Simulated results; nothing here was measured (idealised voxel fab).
This is a process module. Its name is voxel gate over fins.
In the cross-section labelled cut, the width is 300 nm and each square cell is 5 nm.
Cross-section = grid of square cells, listed top down in bands; band = one or more rows.
Each band's line starts with the height of the band's top and of its bottom, in nm. Then come its materials from left to right, each with its width in nm. One material with "edge to edge" fills the band from edge to edge. "blank" is empty space.
Note: height 0 marks the level under which the wafer is uniformly one material as received. Lowest band unbounded below, written "0 down".
Width "30->40": first value at the band's top row of cells, second value at its bottom row, equal change from row to row.
"nothing got changed", as given for a step, is the statement that not any cell of the cross-section underwent a change during that step.
Basically, "Voids, enclosed" tells you about the enclosed voids: empty spaces with no open way to the top, 8 cells or bigger, each written width x height at distance, where distance is from the left edge, all in nm.
Anything after a step's settings on that line? It's the simulator's own note about the step.
A step line may carry the setting "overlay nm", which, for steps involving a mask, states the distance by which the mask lay to the right of its intended position; negative values denote displacement to the left.

List of planned process steps
1. op RECEIVE | material Si
2. op CONFORMAL_DEP | material SiN | thk nm 10
3. op PATTERN | tone cover | mask id FINS | material resist | width nm 15 | pitch nm 40 | thk nm 15 | overlay nm 0
4. op DIRECTIONAL_ETCH | etch materials SiN | depth nm 10
5. op DIRECTIONAL_ETCH | etch materials Si | depth nm 30
6. op STRIP | etch materials resist
7. op OXIDIZE | depth nm 5
8. op FILL_DEP | material SiO2 | thk nm 15
9. op CMP | height nm 10
10. op SELECTIVE_ETCH | etch materials SiO2 | depth nm 20
11. op STRIP | etch materials SiN
12. op CONFORMAL_DEP | material HfO2 | thk nm 5
13. op CONFORMAL_DEP | material TiN | thk nm 5
14. op CONFORMAL_DEP | material TiAl | thk nm 5
15. op CONFORMAL_DEP | material TiN | thk nm 5
16. op FILL_DEP | material W | thk nm 10
17. op CMP | height nm 25
18. op CONFORMAL_DEP | material SiN | thk nm 10

Cross-section of the incoming wafer, state after step 1
0 down: Si edge to edge
Voids, enclosed: none

Sectioned view, first of two wafers, at the close of the module, processed as intended in the plan
35 to 25: SiN edge to edge
25 to 20: W edge to edge
20 to 15: W 105 nm; TiN 85 nm; W 110 nm
15 to 10: W 105 nm; TiN 5 nm; TiAl 35 nm; TiN 5 nm; TiAl 35 nm; TiN 5 nm; W 110 nm
10 to 5: TiN 110 nm; TiAl 5 nm; TiN 25 nm; TiAl 5 nm; TiN 5 nm; TiAl 5 nm; TiN 25 nm; TiAl 5 nm; TiN 115 nm
5 to 0: TiAl 115 nm; TiN 5 nm; HfO2 15 nm; TiN 5 nm; TiAl 15 nm; TiN 5 nm; HfO2 15 nm; TiN 5 nm; TiAl 120 nm
0 to -5: TiN 120 nm; HfO2 5 nm; Si 5 nm; HfO2 5 nm; TiN 25 nm; HfO2 5 nm; Si 5 nm; HfO2 5 nm; TiN 125 nm
-5 to -10: HfO2 125 nm; Si 5 nm; HfO2 35 nm; Si 5 nm; HfO2 130 nm
-10 to -35: SiO2 125 nm; Si 5 nm; SiO2 35 nm; Si 5 nm; SiO2 130 nm
-35 down: Si edge to edge
Voids, enclosed: none

Cross-sectional view: second of two wafers, end of module; start and plan identical to the first, one mistake in running
35 to 25: SiN edge to edge
25 to 20: W edge to edge
20 to 15: W 105 nm; TiN 85 nm; W 110 nm
15 to 10: W 105 nm; TiN 5 nm; TiAl 35 nm; TiN 5 nm; TiAl 35 nm; TiN 5 nm; W 110 nm
10 to 5: W 105 nm; TiN 5 nm; TiAl 5 nm; TiN 25 nm; TiAl 5 nm; TiN 5 nm; TiAl 5 nm; TiN 25 nm; TiAl 5 nm; TiN 5 nm; W 110 nm
5 to 0: W 105 nm; TiN 5 nm; TiAl 5 nm; TiN 5 nm; HfO2 15 nm; TiN 5 nm; TiAl 5 nm; TiN 5 nm; TiAl 5 nm; TiN 5 nm; HfO2 15 nm; TiN 5 nm; TiAl 5 nm; TiN 5 nm; W 110 nm
0 to -10: W 105 nm; TiN 5 nm; TiAl 5 nm; TiN 5 nm; HfO2 5 nm; Si 5 nm; HfO2 5 nm; TiN 5 nm; TiAl 5 nm; TiN 5 nm; TiAl 5 nm; TiN 5 nm; HfO2 5 nm; Si 5 nm; HfO2 5 nm; TiN 5 nm; TiAl 5 nm; TiN 5 nm; W 110 nm
-10 to -15: TiN 110 nm; TiAl 5 nm; TiN 5 nm; HfO2 5 nm; Si 5 nm; HfO2 5 nm; TiN 5 nm; TiAl 5 nm; TiN 5 nm; TiAl 5 nm; TiN 5 nm; HfO2 5 nm; Si 5 nm; HfO2 5 nm; TiN 5 nm; TiAl 5 nm; TiN 115 nm
-15 to -20: TiAl 115 nm; TiN 5 nm; HfO2 5 nm; Si 5 nm; HfO2 5 nm; TiN 5 nm; TiAl 15 nm; TiN 5 nm; HfO2 5 nm; Si 5 nm; HfO2 5 nm; TiN 5 nm; TiAl 120 nm
-20 to -25: TiN 120 nm; HfO2 5 nm; Si 5 nm; HfO2 5 nm; TiN 25 nm; HfO2 5 nm; Si 5 nm; HfO2 5 nm; TiN 125 nm
-25 to -30: HfO2 125 nm; Si 5 nm; HfO2 35 nm; Si 5 nm; HfO2 130 nm
-30 to -35: SiO2 125 nm; Si 5 nm; SiO2 35 nm; Si 5 nm; SiO2 130 nm
-35 down: Si edge to edge
Voids, enclosed: none
The mistake made against the process plan was this: step 10 from the plan got run twice
at the end the second wafer has, in cells: HfO2: 16 more, SiO2: 232 fewer, TiAl: 16 more, TiN: 28 more, W: 172 more
